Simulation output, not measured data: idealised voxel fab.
Process module heading - voxel double patterning
Pictured: cross-section cut, 230 nm wide, on a grid of 5 nm square cells.
How to read a cross-section here: the picture is a grid of square cells, written as bands going from the top down, and any band can span one or more rows of cells. The entry gives the band's vertical extent as a top height and a bottom height in nm, then its horizontal make-up as materials from left to right, each with a width in nm. "air" stands for empty space; a single material marked "full width" fills the band edge to edge. Height 0 is the level under which the wafer as received is all one material. The lowest band goes on downwards, as in "0 nm and below". Top row gets the first number, bottom row gets the second, and each row in between changes by the same step: that is how a band width like "30..40" works. A step reported as "no change" is a step in which no cell of the cross-section changed. "Enclosed empty spaces" contains a list of empty spaces, each no smaller than 8 cells and without an open way to the top, written in the form width x height at distance with the distance from the left edge and all three in nm. Anything after a step's settings on that line? It's the simulator's own note about the step. overlay nm: mask right of planned place by this much (step with mask). Neg. = left.
**Here's what the planned process steps look like**
1,RECEIVE with material Si
2,CONFORMAL_DEP with material SiN, thk nm 5
3,DIRECTIONAL_DEP with material SiO2, thk nm 15
4,DIRECTIONAL_DEP with material SiCN, thk nm 10
5,PATTERN with tone open, mask id FIRST, material resist, width nm 15, pitch nm 50, thk nm 15, overlay nm 0
6,DIRECTIONAL_ETCH with etch materials SiCN, depth nm 10
7,STRIP with etch materials resist
8,PATTERN with tone open, mask id SECOND, material resist, width nm 15, pitch nm 50, thk nm 20, overlay nm 0
9,DIRECTIONAL_ETCH with etch materials SiCN, depth nm 10
10,STRIP with etch materials resist
11,DIRECTIONAL_ETCH with etch materials SiO2, depth nm 15
12,STRIP with etch materials SiCN
**Wafer at receipt (post step 1), cross-section**
	0 nm and below: Si full width
	Enclosed empty spaces: none
**What the wafer looks like in cross-section after this module, when it starts as shown above and follows the plan above but one mistake is made in running it**
	20 nm to 5 nm: 80 nm air, 15 nm SiO2, 35 nm air, 15 nm SiO2, 85 nm air
	5 nm to 0 nm: SiN full width
	0 nm and below: Si full width
	Enclosed empty spaces: none
So what did we get wrong on this run? step 8 did not use the planned setting and instead ran as PATTERN with tone cover, mask id SECOND, material resist, width nm 15, pitch nm 50, thk nm 20, overlay nm 0
